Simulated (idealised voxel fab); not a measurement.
Presented below is a process module, voxel tone inversion.
The width of the displayed cross-section, cut, is 255 nm; its cells are square, with a size of 5 nm.
Each cross-section below is a grid of square cells, stated as bands in top-down order, with one or more rows of cells making up each band.
A band entry consists of two parts. The first gives the height of the band's top and the height of its bottom, in nm. The rest lists the band's materials from left to right, each with its width in nm. A single material labelled with the word "full width" fills the band from edge to edge, and the word "empty" marks empty space.
Heights from 0 (as-received wafer is one material below). Bottom band endless downward, as "0 and below".
A width such as "30 to 40" changes by the same amount from each row of cells to the next, from the band's top row to its bottom row.
Reading "no change occurred" for a step: not a cell of the cross-section changed in it.
"Enclosed void list": sealed empty spaces, 8 cells or more, no open way to top, listed width x height at distance, with distance from the left edge and width, height and distance in nm.
Whatever follows a step's settings on its line is a remark the simulator itself makes about that step.
Regarding "overlay nm": on a step with a mask, it is the distance the mask lay to the right of its planned place; a negative value places it to the left.
Steps in the process plan:
1: RECEIVE: material Si
2: CONFORMAL_DEP: material SiN, thk nm 10
3: DIRECTIONAL_DEP: material polySi, thk nm 25
4: PATTERN: tone cover, mask id POSTS, material resist, width nm 25, pitch nm 40, thk nm 30, overlay nm 0
5: DIRECTIONAL_ETCH: etch materials polySi, depth nm 25
6: STRIP: etch materials resist
7: FILL_DEP: material lowk, thk nm 5
8: CMP: height nm 35
9: STRIP: etch materials polySi
10: CONFORMAL_DEP: material TiN, thk nm 5
11: FILL_DEP: material Cu, thk nm 10
12: CMP: height nm 35
13: CONFORMAL_DEP: material SiCN, thk nm 5
First of the two wafers, run per plan:
Cross-section of the wafer upon arrival, representing the state reached after step 1:
> 0 and below: Si full width
> Enclosed void list: none
Cross-section of the wafer after step 2:
> 10 down to 0: SiN full width
> Anything lower than 0 is untouched.
Cross-section of the wafer after step 3:
> 35 down to 10: polySi full width
> Anything lower than 10 is untouched.
Cross-section of the wafer after step 4:
> 65 down to 35: 95 empty; 25 resist; 15 empty; 25 resist; 95 empty
> Anything lower than 35 is untouched.
Cross-section of the wafer after step 5:
> 65 down to 35: 95 empty; 25 resist; 15 empty; 25 resist; 95 empty
> 35 down to 10: 95 empty; 25 polySi; 15 empty; 25 polySi; 95 empty
> Anything lower than 10 is untouched.
Cross-section of the wafer after step 6:
> 35 down to 10: 95 empty; 25 polySi; 15 empty; 25 polySi; 95 empty
> Anything lower than 10 is untouched.
Cross-section of the wafer after step 7:
> 40 down to 35: lowk full width
> 35 down to 10: 95 lowk; 25 polySi; 15 lowk; 25 polySi; 95 lowk
> Anything lower than 10 is untouched.
Cross-section of the wafer after step 8:
> 35 down to 10: 95 lowk; 25 polySi; 15 lowk; 25 polySi; 95 lowk
> Anything lower than 10 is untouched.
Cross-section of the wafer after step 9:
> 35 down to 10: 95 lowk; 25 empty; 15 lowk; 25 empty; 95 lowk
> Anything lower than 10 is untouched.
Cross-section of the wafer after step 10:
> 40 down to 35: 100 TiN; 15 empty; 25 TiN; 15 empty; 100 TiN
> 35 down to 15: 95 lowk; 5 TiN; 15 empty; 5 TiN; 15 lowk; 5 TiN; 15 empty; 5 TiN; 95 lowk
> 15 down to 10: 95 lowk; 25 TiN; 15 lowk; 25 TiN; 95 lowk
> Anything lower than 10 is untouched.
Cross-section of the wafer after step 11:
> 50 down to 40: Cu full width
> 40 down to 35: 100 TiN; 15 Cu; 25 TiN; 15 Cu; 100 TiN
> 35 down to 15: 95 lowk; 5 TiN; 15 Cu; 5 TiN; 15 lowk; 5 TiN; 15 Cu; 5 TiN; 95 lowk
> Anything lower than 15 is untouched.
Cross-section of the wafer after step 12:
> 35 down to 15: 95 lowk; 5 TiN; 15 Cu; 5 TiN; 15 lowk; 5 TiN; 15 Cu; 5 TiN; 95 lowk
> Anything lower than 15 is untouched.
Cross-section of the wafer after step 13:
> 40 down to 35: SiCN full width
> Anything lower than 35 is untouched.
Second wafer: like start, like plan, one mistake. Through step 1 it matches the first wafer:
Planned end of step 2: second wafer, cross-section:
> 25 down to 0: polySi full width
> Anything lower than 0 is untouched.
Planned end of step 3: second wafer, cross-section:
> 35 down to 25: SiN full width
> Anything lower than 25 is untouched.
Planned end of step 4: second wafer, cross-section:
> 65 down to 35: 95 empty; 25 resist; 15 empty; 25 resist; 95 empty
> Anything lower than 35 is untouched.
Planned end of step 5: second wafer, cross-section: no change occurred
Planned end of step 6: second wafer, cross-section:
> 35 down to 25: SiN full width
> Anything lower than 25 is untouched.
Planned end of step 7: second wafer, cross-section:
> 40 down to 35: lowk full width
> Anything lower than 35 is untouched.
Planned end of step 8: second wafer, cross-section:
> 35 down to 25: SiN full width
> Anything lower than 25 is untouched.
Planned end of step 9: second wafer, cross-section: no change occurred
Planned end of step 10: second wafer, cross-section:
> 40 down to 35: TiN full width
> Anything lower than 35 is untouched.
Planned end of step 11: second wafer, cross-section:
> 50 down to 40: Cu full width
> Anything lower than 40 is untouched.
Planned end of step 12: second wafer, cross-section:
> 35 down to 25: SiN full width
> Anything lower than 25 is untouched.
Planned end of step 13: second wafer, cross-section:
> 40 down to 35: SiCN full width
> Anything lower than 35 is untouched.
Diagnosis: steps 2 and 3 traded places in the executed sequence
Materials where the second wafer ends with more or fewer cells than the first: -24 Cu | -26 TiN | -205 lowk | +255 polySi
